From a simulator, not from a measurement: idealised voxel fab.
process module | voxel transistor to metal
cross-section cut | 150 nm wide | cells 5 nm
A cross-section is a grid of square cells, given in bands from the top down. A band is one or more rows of cells.
Each band's line starts with the height of the band's top and of its bottom, in nm. Then come its materials from left to right, each with its width in nm. One material with "throughout" fills the band from edge to edge. "air" is empty space.
Height 0 is the level under which the wafer as received is all one material. The lowest band goes on downwards, as in "0 down".
A width such as "30 to 40" changes by the same amount from each row of cells to the next, from the band's top row to its bottom row.
"no change" after a step means that no cell of the cross-section changed.
closed voids: empty space of 8 cells or more with no open way to the top, each as width x height at its distance from the left edge, in nm
after a step's settings: what the simulator itself notes on the step
overlay nm, on a step with a mask: how far to the right of its planned place the mask lay; to the left if negative
plan
1 op RECEIVE | material Si
2 op OXIDIZE | depth nm 5
3 op CONFORMAL_DEP | material SiN | thk nm 15
4 op DIRECTIONAL_DEP | material aC | thk nm 15
5 op PATTERN | tone cover | mask id ACTIVE | material resist | width nm 95 | thk nm 30 | overlay nm 0
6 op DIRECTIONAL_ETCH | etch materials aC | depth nm 15
7 op STRIP | etch materials resist
8 op DIRECTIONAL_ETCH | etch materials SiN | depth nm 15
9 op DIRECTIONAL_ETCH | etch materials SiO2 | depth nm 5
10 op DIRECTIONAL_ETCH | etch materials Si | depth nm 35
11 op STRIP | etch materials aC
12 op OXIDIZE | depth nm 5
13 op FILL_DEP | material SiO2 | thk nm 5
14 op CMP | height nm 15
15 op SELECTIVE_ETCH | etch materials SiO2 | depth nm 5
16 op STRIP | etch materials SiN
17 op SELECTIVE_ETCH | etch materials SiO2 | depth nm 5
18 op OXIDIZE | depth nm 5
19 op DIRECTIONAL_DEP | material polySi | thk nm 25
20 op DIRECTIONAL_DEP | material SiCN | thk nm 15
21 op DIRECTIONAL_DEP | material aC | thk nm 10
22 op PATTERN | tone cover | mask id GATE | material resist | width nm 15 | thk nm 30 | overlay nm 0
23 op DIRECTIONAL_ETCH | etch materials aC | depth nm 10
24 op STRIP | etch materials resist
25 op DIRECTIONAL_ETCH | etch materials SiCN | depth nm 25
26 op DIRECTIONAL_ETCH | etch materials polySi | depth nm 35
27 op STRIP | etch materials aC
28 op CONFORMAL_DEP | material SiO2 | thk nm 5
29 op DIRECTIONAL_ETCH | etch materials SiO2 | depth nm 5
30 op CONFORMAL_DEP | material SiN | thk nm 10
31 op DIRECTIONAL_ETCH | etch materials SiN | depth nm 10
32 op DIRECTIONAL_ETCH | etch materials SiO2 | depth nm 5
33 op EPI | material SiGe | thk nm 5
34 op FILL_DEP | material SiO2 | thk nm 10
35 op CMP | height nm 35
36 op DIRECTIONAL_DEP | material SiO2 | thk nm 15
37 op MASKED_ETCH | tone open | mask id CONTACT | width nm 30 | pitch nm 55 | etch materials SiO2 | depth nm 55 | overlay nm 0
38 op CONFORMAL_DEP | material TiN | thk nm 5
39 op FILL_DEP | material W | thk nm 5
40 op CMP | height nm 50
41 op CONFORMAL_DEP | material SiN | thk nm 5
42 op DIRECTIONAL_DEP | material lowk | thk nm 15
43 op MASKED_ETCH | tone open | mask id METAL_1 | width nm 15 | pitch nm 70 | etch materials lowk | depth nm 15 | overlay nm 0
44 op MASKED_ETCH | tone open | mask id METAL_1 | width nm 15 | pitch nm 70 | etch materials SiN | depth nm 5 | overlay nm 0
45 op CONFORMAL_DEP | material TiN | thk nm 5
46 op FILL_DEP | material Cu | thk nm 5
47 op CMP | height nm 70
48 op CONFORMAL_DEP | material SiCN | thk nm 5
as received, after step 1
  0 down: Si throughout
  closed voids: none
a wafer at the end: this start, this plan, one mistake
  75 to 70: SiCN throughout
  70 to 55: lowk 30 | TiN 5 | Cu 5 | TiN 5 | lowk 55 | TiN 5 | Cu 5 | TiN 5 | lowk 35
  55 to 50: SiN 30 | TiN 15 | SiN 55 | TiN 15 | SiN 35
  50 to 40: SiO2 30 | TiN 5 | W 20 | TiN 5 | SiO2 25 | TiN 5 | W 20 | TiN 5 | SiO2 35
  40 to 35: SiO2 30 | TiN 5 | W 10 | TiN 15 | SiO2 25 | TiN 15 | W 10 | TiN 5 | SiO2 35
  35 to 20: SiO2 30 | TiN 5 | W 10 | TiN 5 | SiN 10 | SiO2 5 | SiCN 15 | SiO2 5 | SiN 10 | TiN 5 | W 10 | TiN 5 | SiO2 35
  20 to 5: SiO2 30 | TiN 5 | W 10 | TiN 5 | SiN 10 | SiO2 5 | polySi 15 | SiO2 5 | SiN 10 | TiN 5 | W 10 | TiN 5 | SiO2 35
  5 to 0: SiO2 20 | SiN 10 | TiN 5 | W 10 | TiN 5 | SiN 10 | SiO2 5 | polySi 15 | SiO2 5 | SiN 10 | TiN 5 | W 10 | TiN 5 | SiN 10 | SiO2 25
  0 to -5: SiO2 20 | SiN 10 | TiN 20 | SiN 10 | SiO2 5 | polySi 15 | SiO2 5 | SiN 10 | TiN 20 | SiN 10 | SiO2 25
  -5 to -10: SiO2 20 | SiN 5 | SiO2 5 | SiGe 20 | SiO2 45 | SiGe 20 | SiO2 5 | SiN 5 | SiO2 25
  -10 to -15: SiO2 35 | Si 75 | SiO2 40
  -15 to -45: SiO2 30 | Si 85 | SiO2 35
  -45 down: Si throughout
  closed voids: none
what went wrong: steps 15 and 16 were swapped
